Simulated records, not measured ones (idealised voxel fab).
process module | voxel transistor to metal
cross-section cut | 165 nm wide | cells 5 nm
A cross-section is a grid of square cells, given in bands from the top down. A band is one or more rows of cells.
Each band's line starts with the height of the band's top and of its bottom, in nm. Then come its materials from left to right, each with its width in nm. One material with "throughout" fills the band from edge to edge. "air" is empty space.
Height 0 is the level under which the wafer as received is all one material. The lowest band goes on downwards, as in "0 down".
A width such as "30 to 40" changes by the same amount from each row of cells to the next, from the band's top row to its bottom row.
"no change" after a step means that no cell of the cross-section changed.
closed voids: empty space of 8 cells or more with no open way to the top, each as width x height at its distance from the left edge, in nm
after a step's settings: what the simulator itself notes on the step
overlay nm, on a step with a mask: how far to the right of its planned place the mask lay; to the left if negative
plan
1 op RECEIVE | material Si
2 op OXIDIZE | depth nm 5
3 op CONFORMAL_DEP | material SiN | thk nm 15
4 op DIRECTIONAL_DEP | material aC | thk nm 10
5 op PATTERN | tone cover | mask id ACTIVE | material resist | width nm 110 | thk nm 25 | overlay nm 0
6 op DIRECTIONAL_ETCH | etch materials aC | depth nm 10
7 op STRIP | etch materials resist
8 op DIRECTIONAL_ETCH | etch materials SiN | depth nm 15
9 op DIRECTIONAL_ETCH | etch materials SiO2 | depth nm 5
10 op DIRECTIONAL_ETCH | etch materials Si | depth nm 25
11 op STRIP | etch materials aC
12 op FILL_DEP | material SiO2 | thk nm 5
13 op CMP | height nm 15
14 op SELECTIVE_ETCH | etch materials SiO2 | depth nm 10
15 op STRIP | etch materials SiN
16 op SELECTIVE_ETCH | etch materials SiO2 | depth nm 5
17 op OXIDIZE | depth nm 5
18 op DIRECTIONAL_DEP | material polySi | thk nm 30
19 op DIRECTIONAL_DEP | material SiCN | thk nm 15
20 op MASKED_ETCH | tone cover | mask id GATE | width nm 20 | etch materials SiCN | depth nm 25 | overlay nm 0
21 op MASKED_ETCH | tone cover | mask id GATE | width nm 20 | etch materials polySi | depth nm 40 | overlay nm 0
22 op CONFORMAL_DEP | material SiO2 | thk nm 5
23 op DIRECTIONAL_ETCH | etch materials SiO2 | depth nm 5
24 op CONFORMAL_DEP | material SiN | thk nm 10
25 op DIRECTIONAL_ETCH | etch materials SiN | depth nm 10
26 op DIRECTIONAL_ETCH | etch materials SiO2 | depth nm 5
27 op EPI | material pSi | thk nm 5
28 op FILL_DEP | material SiO2 | thk nm 5
29 op CMP | height nm 40
30 op DIRECTIONAL_DEP | material SiO2 | thk nm 15
31 op PATTERN | tone open | mask id CONTACT | material resist | width nm 20 | pitch nm 80 | thk nm 20 | overlay nm 0
32 op DIRECTIONAL_ETCH | etch materials SiO2 | depth nm 60
33 op STRIP | etch materials resist
34 op CONFORMAL_DEP | material TiN | thk nm 5
35 op FILL_DEP | material Ru | thk nm 5
36 op CMP | height nm 55
37 op DIRECTIONAL_DEP | material TiN | thk nm 5
38 op DIRECTIONAL_DEP | material W | thk nm 15
39 op PATTERN | tone cover | mask id METAL_1 | material resist | width nm 20 | pitch nm 80 | thk nm 20 | overlay nm 0
40 op DIRECTIONAL_ETCH | etch materials W | depth nm 15
41 op DIRECTIONAL_ETCH | etch materials TiN | depth nm 5
42 op STRIP | etch materials resist
43 op FILL_DEP | material SiO2 | thk nm 10
44 op CMP | height nm 75
45 op CONFORMAL_DEP | material SiCN | thk nm 5
46 op DIRECTIONAL_DEP | material lowk | thk nm 30
47 op PATTERN | tone open | mask id METAL_2_HOLES | material resist | width nm 15 | pitch nm 80 | thk nm 15 | overlay nm 0
48 op DIRECTIONAL_ETCH | etch materials lowk | depth nm 30
49 op STRIP | etch materials resist
50 op DIRECTIONAL_DEP | material aC | thk nm 10
51 op PATTERN | tone open | mask id METAL_2 | material resist | width nm 20 | pitch nm 80 | thk nm 30 | overlay nm 0
52 op DIRECTIONAL_ETCH | etch materials aC | depth nm 10
53 op STRIP | etch materials resist
54 op DIRECTIONAL_ETCH | etch materials lowk | depth nm 15
55 op DIRECTIONAL_ETCH | etch materials SiCN | depth nm 5
56 op STRIP | etch materials aC
57 op CONFORMAL_DEP | material TiN | thk nm 5
58 op FILL_DEP | material Cu | thk nm 10
59 op CMP | height nm 110
60 op CONFORMAL_DEP | material SiN | thk nm 5
first wafer, as planned
as received, after step 1
  0 down: Si throughout
  closed voids: none
after step 2
  0 to -5: SiO2 throughout
  below -5: unchanged
after step 3
  15 to 0: SiN throughout
  below 0: unchanged
after step 4
  25 to 15: aC throughout
  below 15: unchanged
after step 5
  50 to 25: air 25 | resist 110 | air 30
  below 25: unchanged
after step 6
  40 to 25: air 25 | resist 110 | air 30
  25 to 15: air 25 | aC 110 | air 30
  below 15: unchanged
after step 7
  25 to 15: air 25 | aC 110 | air 30
  below 15: unchanged
after step 8
  25 to 15: air 25 | aC 110 | air 30
  15 to 0: air 25 | SiN 110 | air 30
  below 0: unchanged
after step 9
  25 to 15: air 25 | aC 110 | air 30
  15 to 0: air 25 | SiN 110 | air 30
  0 to -5: air 25 | SiO2 110 | air 30
  below -5: unchanged
after step 10
  25 to 15: air 25 | aC 110 | air 30
  15 to 0: air 25 | SiN 110 | air 30
  0 to -5: air 25 | SiO2 110 | air 30
  -5 to -30: air 25 | Si 110 | air 30
  below -30: unchanged
after step 11
  15 to 0: air 25 | SiN 110 | air 30
  below 0: unchanged
after step 12
  20 to 15: SiO2 throughout
  15 to 0: SiO2 25 | SiN 110 | SiO2 30
  0 to -5: SiO2 throughout
  -5 to -30: SiO2 25 | Si 110 | SiO2 30
  below -30: unchanged
after step 13
  15 to 0: SiO2 25 | SiN 110 | SiO2 30
  below 0: unchanged
after step 14
  15 to 5: air 25 | SiN 110 | air 30
  below 5: unchanged
after step 15
  5 to 0: SiO2 25 | air 110 | SiO2 30
  below 0: unchanged
after step 16
  0 to -5: SiO2 20 | air 120 | SiO2 25
  below -5: unchanged
after step 17
  0 to -5: SiO2 20 | air 120 | SiO2 25
  -5 to -10: SiO2 throughout
  below -10: unchanged
after step 18
  30 to 25: polySi 20 | air 120 | polySi 25
  25 to 0: polySi throughout
  0 to -5: SiO2 20 | polySi 120 | SiO2 25
  below -5: unchanged
after step 19
  45 to 40: SiCN 20 | air 120 | SiCN 25
  40 to 30: SiCN throughout
  30 to 25: polySi 20 | SiCN 120 | polySi 25
  below 25: unchanged
after step 20
  40 to 30: air 70 | SiCN 20 | air 75
  30 to 25: polySi 20 | air 50 | SiCN 20 | air 50 | polySi 25
  below 25: unchanged
after step 21
  40 to 25: air 70 | SiCN 20 | air 75
  25 to 0: air 70 | polySi 20 | air 75
  0 to -5: SiO2 20 | air 50 | polySi 20 | air 50 | SiO2 25
  below -5: unchanged
after step 22
  45 to 40: air 65 | SiO2 30 | air 70
  40 to 25: air 65 | SiO2 5 | SiCN 20 | SiO2 5 | air 70
  25 to 5: air 65 | SiO2 5 | polySi 20 | SiO2 5 | air 70
  5 to 0: SiO2 25 | air 40 | SiO2 5 | polySi 20 | SiO2 5 | air 40 | SiO2 30
  0 to -5: SiO2 70 | polySi 20 | SiO2 75
  below -5: unchanged
after step 23
  40 to 25: air 65 | SiO2 5 | SiCN 20 | SiO2 5 | air 70
  25 to 0: air 65 | SiO2 5 | polySi 20 | SiO2 5 | air 70
  0 to -5: SiO2 25 | air 40 | SiO2 5 | polySi 20 | SiO2 5 | air 40 | SiO2 30
  below -5: unchanged
after step 24
  50 to 40: air 55 | SiN 50 | air 60
  40 to 25: air 55 | SiN 10 | SiO2 5 | SiCN 20 | SiO2 5 | SiN 10 | air 60
  25 to 10: air 55 | SiN 10 | SiO2 5 | polySi 20 | SiO2 5 | SiN 10 | air 60
  10 to 5: SiN 35 | air 20 | SiN 10 | SiO2 5 | polySi 20 | SiO2 5 | SiN 10 | air 20 | SiN 40
  5 to 0: SiN 65 | SiO2 5 | polySi 20 | SiO2 5 | SiN 70
  0 to -5: SiO2 25 | SiN 40 | SiO2 5 | polySi 20 | SiO2 5 | SiN 40 | SiO2 30
  below -5: unchanged
after step 25
  40 to 25: air 55 | SiN 10 | SiO2 5 | SiCN 20 | SiO2 5 | SiN 10 | air 60
  25 to 0: air 55 | SiN 10 | SiO2 5 | polySi 20 | SiO2 5 | SiN 10 | air 60
  0 to -5: SiO2 25 | SiN 10 | air 20 | SiN 10 | SiO2 5 | polySi 20 | SiO2 5 | SiN 10 | air 20 | SiN 10 | SiO2 30
  below -5: unchanged
after step 26
  40 to 35: air 55 | SiN 10 | air 5 | SiCN 20 | air 5 | SiN 10 | air 60
  35 to 25: air 55 | SiN 10 | SiO2 5 | SiCN 20 | SiO2 5 | SiN 10 | air 60
  25 to 0: air 55 | SiN 10 | SiO2 5 | polySi 20 | SiO2 5 | SiN 10 | air 60
  0 to -5: air 25 | SiN 10 | air 20 | SiN 10 | SiO2 5 | polySi 20 | SiO2 5 | SiN 10 | air 20 | SiN 10 | air 30
  -5 to -10: SiO2 35 | air 20 | SiO2 50 | air 20 | SiO2 40
  below -10: unchanged
after step 27
  40 to 35: air 55 | SiN 10 | air 5 | SiCN 20 | air 5 | SiN 10 | air 60
  35 to 25: air 55 | SiN 10 | SiO2 5 | SiCN 20 | SiO2 5 | SiN 10 | air 60
  25 to 0: air 55 | SiN 10 | SiO2 5 | polySi 20 | SiO2 5 | SiN 10 | air 60
  0 to -5: air 25 | SiN 10 | air 20 | SiN 10 | SiO2 5 | polySi 20 | SiO2 5 | SiN 10 | air 20 | SiN 10 | air 30
  -5 to -10: SiO2 35 | pSi 20 | SiO2 50 | pSi 20 | SiO2 40
  below -10: unchanged
after step 28
  45 to 40: SiO2 throughout
  40 to 25: SiO2 55 | SiN 10 | SiO2 5 | SiCN 20 | SiO2 5 | SiN 10 | SiO2 60
  25 to 0: SiO2 55 | SiN 10 | SiO2 5 | polySi 20 | SiO2 5 | SiN 10 | SiO2 60
  0 to -5: SiO2 25 | SiN 10 | SiO2 20 | SiN 10 | SiO2 5 | polySi 20 | SiO2 5 | SiN 10 | SiO2 20 | SiN 10 | SiO2 30
  below -5: unchanged
after step 29
  40 to 25: SiO2 55 | SiN 10 | SiO2 5 | SiCN 20 | SiO2 5 | SiN 10 | SiO2 60
  below 25: unchanged
after step 30
  55 to 40: SiO2 throughout
  below 40: unchanged
after step 31
  75 to 55: resist 30 | air 20 | resist 60 | air 20 | resist 35
  below 55: unchanged
after step 32
  75 to 55: resist 30 | air 20 | resist 60 | air 20 | resist 35
  55 to 40: SiO2 30 | air 20 | SiO2 60 | air 20 | SiO2 35
  40 to 25: SiO2 30 | air 20 | SiO2 5 | SiN 10 | SiO2 5 | SiCN 20 | SiO2 5 | SiN 10 | SiO2 5 | air 20 | SiO2 35
  25 to 0: SiO2 30 | air 20 | SiO2 5 | SiN 10 | SiO2 5 | polySi 20 | SiO2 5 | SiN 10 | SiO2 5 | air 20 | SiO2 35
  0 to -5: SiO2 25 | SiN 10 | air 15 | SiO2 5 | SiN 10 | SiO2 5 | polySi 20 | SiO2 5 | SiN 10 | SiO2 5 | air 15 | SiN 10 | SiO2 30
  below -5: unchanged
after step 33
  55 to 40: SiO2 30 | air 20 | SiO2 60 | air 20 | SiO2 35
  below 40: unchanged
after step 34
  60 to 55: TiN 35 | air 10 | TiN 70 | air 10 | TiN 40
  55 to 40: SiO2 30 | TiN 5 | air 10 | TiN 5 | SiO2 60 | TiN 5 | air 10 | TiN 5 | SiO2 35
  40 to 25: SiO2 30 | TiN 5 | air 10 | TiN 5 | SiO2 5 | SiN 10 | SiO2 5 | SiCN 20 | SiO2 5 | SiN 10 | SiO2 5 | TiN 5 | air 10 | TiN 5 | SiO2 35
  25 to 5: SiO2 30 | TiN 5 | air 10 | TiN 5 | SiO2 5 | SiN 10 | SiO2 5 | polySi 20 | SiO2 5 | SiN 10 | SiO2 5 | TiN 5 | air 10 | TiN 5 | SiO2 35
  5 to 0: SiO2 30 | TiN 10 | air 5 | TiN 5 | SiO2 5 | SiN 10 | SiO2 5 | polySi 20 | SiO2 5 | SiN 10 | SiO2 5 | TiN 5 | air 5 | TiN 10 | SiO2 35
  0 to -5: SiO2 25 | SiN 10 | TiN 15 | SiO2 5 | SiN 10 | SiO2 5 | polySi 20 | SiO2 5 | SiN 10 | SiO2 5 | TiN 15 | SiN 10 | SiO2 30
  below -5: unchanged
after step 35
  65 to 60: Ru throughout
  60 to 55: TiN 35 | Ru 10 | TiN 70 | Ru 10 | TiN 40
  55 to 40: SiO2 30 | TiN 5 | Ru 10 | TiN 5 | SiO2 60 | TiN 5 | Ru 10 | TiN 5 | SiO2 35
  40 to 25: SiO2 30 | TiN 5 | Ru 10 | TiN 5 | SiO2 5 | SiN 10 | SiO2 5 | SiCN 20 | SiO2 5 | SiN 10 | SiO2 5 | TiN 5 | Ru 10 | TiN 5 | SiO2 35
  25 to 5: SiO2 30 | TiN 5 | Ru 10 | TiN 5 | SiO2 5 | SiN 10 | SiO2 5 | polySi 20 | SiO2 5 | SiN 10 | SiO2 5 | TiN 5 | Ru 10 | TiN 5 | SiO2 35
  5 to 0: SiO2 30 | TiN 10 | Ru 5 | TiN 5 | SiO2 5 | SiN 10 | SiO2 5 | polySi 20 | SiO2 5 | SiN 10 | SiO2 5 | TiN 5 | Ru 5 | TiN 10 | SiO2 35
  below 0: unchanged
after step 36
  55 to 40: SiO2 30 | TiN 5 | Ru 10 | TiN 5 | SiO2 60 | TiN 5 | Ru 10 | TiN 5 | SiO2 35
  below 40: unchanged
after step 37
  60 to 55: TiN throughout
  below 55: unchanged
after step 38
  75 to 60: W throughout
  below 60: unchanged
after step 39
  95 to 75: air 30 | resist 20 | air 60 | resist 20 | air 35
  below 75: unchanged
after step 40
  95 to 75: air 30 | resist 20 | air 60 | resist 20 | air 35
  75 to 60: air 30 | W 20 | air 60 | W 20 | air 35
  below 60: unchanged
after step 41
  95 to 75: air 30 | resist 20 | air 60 | resist 20 | air 35
  75 to 60: air 30 | W 20 | air 60 | W 20 | air 35
  60 to 55: air 30 | TiN 20 | air 60 | TiN 20 | air 35
  below 55: unchanged
after step 42
  75 to 60: air 30 | W 20 | air 60 | W 20 | air 35
  below 60: unchanged
after step 43
  85 to 75: SiO2 throughout
  75 to 60: SiO2 30 | W 20 | SiO2 60 | W 20 | SiO2 35
  60 to 55: SiO2 30 | TiN 20 | SiO2 60 | TiN 20 | SiO2 35
  below 55: unchanged
after step 44
  75 to 60: SiO2 30 | W 20 | SiO2 60 | W 20 | SiO2 35
  below 60: unchanged
after step 45
  80 to 75: SiCN throughout
  below 75: unchanged
after step 46
  110 to 80: lowk throughout
  below 80: unchanged
after step 47
  125 to 110: resist 30 | air 15 | resist 65 | air 15 | resist 40
  below 110: unchanged
after step 48
  125 to 110: resist 30 | air 15 | resist 65 | air 15 | resist 40
  110 to 80: lowk 30 | air 15 | lowk 65 | air 15 | lowk 40
  below 80: unchanged
after step 49
  110 to 80: lowk 30 | air 15 | lowk 65 | air 15 | lowk 40
  below 80: unchanged
after step 50
  120 to 110: aC 30 | air 15 | aC 65 | air 15 | aC 40
  110 to 90: lowk 30 | air 15 | lowk 65 | air 15 | lowk 40
  90 to 80: lowk 30 | aC 15 | lowk 65 | aC 15 | lowk 40
  below 80: unchanged
after step 51
  150 to 120: resist 30 | air 20 | resist 60 | air 20 | resist 35
  below 120: unchanged
after step 52
  140 to 120: resist 30 | air 20 | resist 60 | air 20 | resist 35
  120 to 110: aC 30 | air 20 | aC 60 | air 20 | aC 35
  110 to 80: lowk 30 | air 15 | lowk 65 | air 15 | lowk 40
  below 80: unchanged
after step 53
  120 to 110: aC 30 | air 20 | aC 60 | air 20 | aC 35
  below 110: unchanged
after step 54
  120 to 110: aC 30 | air 20 | aC 60 | air 20 | aC 35
  110 to 95: lowk 30 | air 20 | lowk 60 | air 20 | lowk 35
  below 95: unchanged
after step 55
  120 to 110: aC 30 | air 20 | aC 60 | air 20 | aC 35
  110 to 95: lowk 30 | air 20 | lowk 60 | air 20 | lowk 35
  95 to 80: lowk 30 | air 15 | lowk 65 | air 15 | lowk 40
  80 to 75: SiCN 30 | air 15 | SiCN 65 | air 15 | SiCN 40
  below 75: unchanged
after step 56
  110 to 95: lowk 30 | air 20 | lowk 60 | air 20 | lowk 35
  below 95: unchanged
after step 57
  115 to 110: TiN 35 | air 10 | TiN 70 | air 10 | TiN 40
  110 to 100: lowk 30 | TiN 5 | air 10 | TiN 5 | lowk 60 | TiN 5 | air 10 | TiN 5 | lowk 35
  100 to 95: lowk 30 | TiN 5 | air 5 | TiN 10 | lowk 60 | TiN 5 | air 5 | TiN 10 | lowk 35
  95 to 80: lowk 30 | TiN 5 | air 5 | TiN 5 | lowk 65 | TiN 5 | air 5 | TiN 5 | lowk 40
  80 to 75: SiCN 30 | TiN 15 | SiCN 65 | TiN 15 | SiCN 40
  below 75: unchanged
after step 58
  125 to 115: Cu throughout
  115 to 110: TiN 35 | Cu 10 | TiN 70 | Cu 10 | TiN 40
  110 to 100: lowk 30 | TiN 5 | Cu 10 | TiN 5 | lowk 60 | TiN 5 | Cu 10 | TiN 5 | lowk 35
  100 to 95: lowk 30 | TiN 5 | Cu 5 | TiN 10 | lowk 60 | TiN 5 | Cu 5 | TiN 10 | lowk 35
  95 to 80: lowk 30 | TiN 5 | Cu 5 | TiN 5 | lowk 65 | TiN 5 | Cu 5 | TiN 5 | lowk 40
  below 80: unchanged
after step 59
  110 to 100: lowk 30 | TiN 5 | Cu 10 | TiN 5 | lowk 60 | TiN 5 | Cu 10 | TiN 5 | lowk 35
  below 100: unchanged
after step 60
  115 to 110: SiN throughout
  below 110: unchanged
second wafer: like start, like plan, one mistake. Through step 26 it matches the first wafer
when step 27 should have ended
  40 to 35: air 55 | SiN 10 | air 5 | SiCN 20 | air 5 | SiN 10 | air 60
  35 to 25: air 55 | SiN 10 | SiO2 5 | SiCN 20 | SiO2 5 | SiN 10 | air 60
  25 to 5: air 55 | SiN 10 | SiO2 5 | polySi 20 | SiO2 5 | SiN 10 | air 60
  5 to 0: air 30 | pSi 25 | SiN 10 | SiO2 5 | polySi 20 | SiO2 5 | SiN 10 | pSi 25 | air 35
  0 to -5: air 25 | SiN 10 | pSi 20 | SiN 10 | SiO2 5 | polySi 20 | SiO2 5 | SiN 10 | pSi 20 | SiN 10 | air 30
  -5 to -10: SiO2 35 | pSi 20 | SiO2 50 | pSi 20 | SiO2 40
  below -10: unchanged
when step 28 should have ended
  45 to 40: SiO2 throughout
  40 to 25: SiO2 55 | SiN 10 | SiO2 5 | SiCN 20 | SiO2 5 | SiN 10 | SiO2 60
  25 to 5: SiO2 55 | SiN 10 | SiO2 5 | polySi 20 | SiO2 5 | SiN 10 | SiO2 60
  5 to 0: SiO2 30 | pSi 25 | SiN 10 | SiO2 5 | polySi 20 | SiO2 5 | SiN 10 | pSi 25 | SiO2 35
  0 to -5: SiO2 25 | SiN 10 | pSi 20 | SiN 10 | SiO2 5 | polySi 20 | SiO2 5 | SiN 10 | pSi 20 | SiN 10 | SiO2 30
  below -5: unchanged
when step 29 should have ended
  40 to 25: SiO2 55 | SiN 10 | SiO2 5 | SiCN 20 | SiO2 5 | SiN 10 | SiO2 60
  below 25: unchanged
when step 30 should have ended
  55 to 40: SiO2 throughout
  below 40: unchanged
when step 31 should have ended
  75 to 55: resist 30 | air 20 | resist 60 | air 20 | resist 35
  below 55: unchanged
when step 32 should have ended
  75 to 55: resist 30 | air 20 | resist 60 | air 20 | resist 35
  55 to 40: SiO2 30 | air 20 | SiO2 60 | air 20 | SiO2 35
  40 to 25: SiO2 30 | air 20 | SiO2 5 | SiN 10 | SiO2 5 | SiCN 20 | SiO2 5 | SiN 10 | SiO2 5 | air 20 | SiO2 35
  25 to 5: SiO2 30 | air 20 | SiO2 5 | SiN 10 | SiO2 5 | polySi 20 | SiO2 5 | SiN 10 | SiO2 5 | air 20 | SiO2 35
  below 5: unchanged
when step 33 should have ended
  55 to 40: SiO2 30 | air 20 | SiO2 60 | air 20 | SiO2 35
  below 40: unchanged
when step 34 should have ended
  60 to 55: TiN 35 | air 10 | TiN 70 | air 10 | TiN 40
  55 to 40: SiO2 30 | TiN 5 | air 10 | TiN 5 | SiO2 60 | TiN 5 | air 10 | TiN 5 | SiO2 35
  40 to 25: SiO2 30 | TiN 5 | air 10 | TiN 5 | SiO2 5 | SiN 10 | SiO2 5 | SiCN 20 | SiO2 5 | SiN 10 | SiO2 5 | TiN 5 | air 10 | TiN 5 | SiO2 35
  25 to 10: SiO2 30 | TiN 5 | air 10 | TiN 5 | SiO2 5 | SiN 10 | SiO2 5 | polySi 20 | SiO2 5 | SiN 10 | SiO2 5 | TiN 5 | air 10 | TiN 5 | SiO2 35
  10 to 5: SiO2 30 | TiN 20 | SiO2 5 | SiN 10 | SiO2 5 | polySi 20 | SiO2 5 | SiN 10 | SiO2 5 | TiN 20 | SiO2 35
  below 5: unchanged
when step 35 should have ended
  65 to 60: Ru throughout
  60 to 55: TiN 35 | Ru 10 | TiN 70 | Ru 10 | TiN 40
  55 to 40: SiO2 30 | TiN 5 | Ru 10 | TiN 5 | SiO2 60 | TiN 5 | Ru 10 | TiN 5 | SiO2 35
  40 to 25: SiO2 30 | TiN 5 | Ru 10 | TiN 5 | SiO2 5 | SiN 10 | SiO2 5 | SiCN 20 | SiO2 5 | SiN 10 | SiO2 5 | TiN 5 | Ru 10 | TiN 5 | SiO2 35
  25 to 10: SiO2 30 | TiN 5 | Ru 10 | TiN 5 | SiO2 5 | SiN 10 | SiO2 5 | polySi 20 | SiO2 5 | SiN 10 | SiO2 5 | TiN 5 | Ru 10 | TiN 5 | SiO2 35
  below 10: unchanged
when step 36 should have ended
  55 to 40: SiO2 30 | TiN 5 | Ru 10 | TiN 5 | SiO2 60 | TiN 5 | Ru 10 | TiN 5 | SiO2 35
  below 40: unchanged
when step 37 should have ended
  60 to 55: TiN throughout
  below 55: unchanged
when step 38 should have ended
  75 to 60: W throughout
  below 60: unchanged
when step 39 should have ended
  95 to 75: air 30 | resist 20 | air 60 | resist 20 | air 35
  below 75: unchanged
when step 40 should have ended
  95 to 75: air 30 | resist 20 | air 60 | resist 20 | air 35
  75 to 60: air 30 | W 20 | air 60 | W 20 | air 35
  below 60: unchanged
when step 41 should have ended
  95 to 75: air 30 | resist 20 | air 60 | resist 20 | air 35
  75 to 60: air 30 | W 20 | air 60 | W 20 | air 35
  60 to 55: air 30 | TiN 20 | air 60 | TiN 20 | air 35
  below 55: unchanged
when step 42 should have ended
  75 to 60: air 30 | W 20 | air 60 | W 20 | air 35
  below 60: unchanged
when step 43 should have ended
  85 to 75: SiO2 throughout
  75 to 60: SiO2 30 | W 20 | SiO2 60 | W 20 | SiO2 35
  60 to 55: SiO2 30 | TiN 20 | SiO2 60 | TiN 20 | SiO2 35
  below 55: unchanged
when step 44 should have ended
  75 to 60: SiO2 30 | W 20 | SiO2 60 | W 20 | SiO2 35
  below 60: unchanged
when step 45 should have ended
  80 to 75: SiCN throughout
  below 75: unchanged
when step 46 should have ended
  110 to 80: lowk throughout
  below 80: unchanged
when step 47 should have ended
  125 to 110: resist 30 | air 15 | resist 65 | air 15 | resist 40
  below 110: unchanged
when step 48 should have ended
  125 to 110: resist 30 | air 15 | resist 65 | air 15 | resist 40
  110 to 80: lowk 30 | air 15 | lowk 65 | air 15 | lowk 40
  below 80: unchanged
when step 49 should have ended
  110 to 80: lowk 30 | air 15 | lowk 65 | air 15 | lowk 40
  below 80: unchanged
when step 50 should have ended
  120 to 110: aC 30 | air 15 | aC 65 | air 15 | aC 40
  110 to 90: lowk 30 | air 15 | lowk 65 | air 15 | lowk 40
  90 to 80: lowk 30 | aC 15 | lowk 65 | aC 15 | lowk 40
  below 80: unchanged
when step 51 should have ended
  150 to 120: resist 30 | air 20 | resist 60 | air 20 | resist 35
  below 120: unchanged
when step 52 should have ended
  140 to 120: resist 30 | air 20 | resist 60 | air 20 | resist 35
  120 to 110: aC 30 | air 20 | aC 60 | air 20 | aC 35
  110 to 80: lowk 30 | air 15 | lowk 65 | air 15 | lowk 40
  below 80: unchanged
when step 53 should have ended
  120 to 110: aC 30 | air 20 | aC 60 | air 20 | aC 35
  below 110: unchanged
when step 54 should have ended
  120 to 110: aC 30 | air 20 | aC 60 | air 20 | aC 35
  110 to 95: lowk 30 | air 20 | lowk 60 | air 20 | lowk 35
  below 95: unchanged
when step 55 should have ended
  120 to 110: aC 30 | air 20 | aC 60 | air 20 | aC 35
  110 to 95: lowk 30 | air 20 | lowk 60 | air 20 | lowk 35
  95 to 80: lowk 30 | air 15 | lowk 65 | air 15 | lowk 40
  80 to 75: SiCN 30 | air 15 | SiCN 65 | air 15 | SiCN 40
  below 75: unchanged
when step 56 should have ended
  110 to 95: lowk 30 | air 20 | lowk 60 | air 20 | lowk 35
  below 95: unchanged
when step 57 should have ended
  115 to 110: TiN 35 | air 10 | TiN 70 | air 10 | TiN 40
  110 to 100: lowk 30 | TiN 5 | air 10 | TiN 5 | lowk 60 | TiN 5 | air 10 | TiN 5 | lowk 35
  100 to 95: lowk 30 | TiN 5 | air 5 | TiN 10 | lowk 60 | TiN 5 | air 5 | TiN 10 | lowk 35
  95 to 80: lowk 30 | TiN 5 | air 5 | TiN 5 | lowk 65 | TiN 5 | air 5 | TiN 5 | lowk 40
  80 to 75: SiCN 30 | TiN 15 | SiCN 65 | TiN 15 | SiCN 40
  below 75: unchanged
when step 58 should have ended
  125 to 115: Cu throughout
  115 to 110: TiN 35 | Cu 10 | TiN 70 | Cu 10 | TiN 40
  110 to 100: lowk 30 | TiN 5 | Cu 10 | TiN 5 | lowk 60 | TiN 5 | Cu 10 | TiN 5 | lowk 35
  100 to 95: lowk 30 | TiN 5 | Cu 5 | TiN 10 | lowk 60 | TiN 5 | Cu 5 | TiN 10 | lowk 35
  95 to 80: lowk 30 | TiN 5 | Cu 5 | TiN 5 | lowk 65 | TiN 5 | Cu 5 | TiN 5 | lowk 40
  below 80: unchanged
when step 59 should have ended
  110 to 100: lowk 30 | TiN 5 | Cu 10 | TiN 5 | lowk 60 | TiN 5 | Cu 10 | TiN 5 | lowk 35
  below 100: unchanged
when step 60 should have ended
  115 to 110: SiN throughout
  below 110: unchanged
what went wrong: step 27 ran as: op EPI | material pSi | thk nm 15
at the end the second wafer has, in cells: 6 fewer of Ru | 4 fewer of SiO2 | 8 fewer of TiN | 18 more of pSi
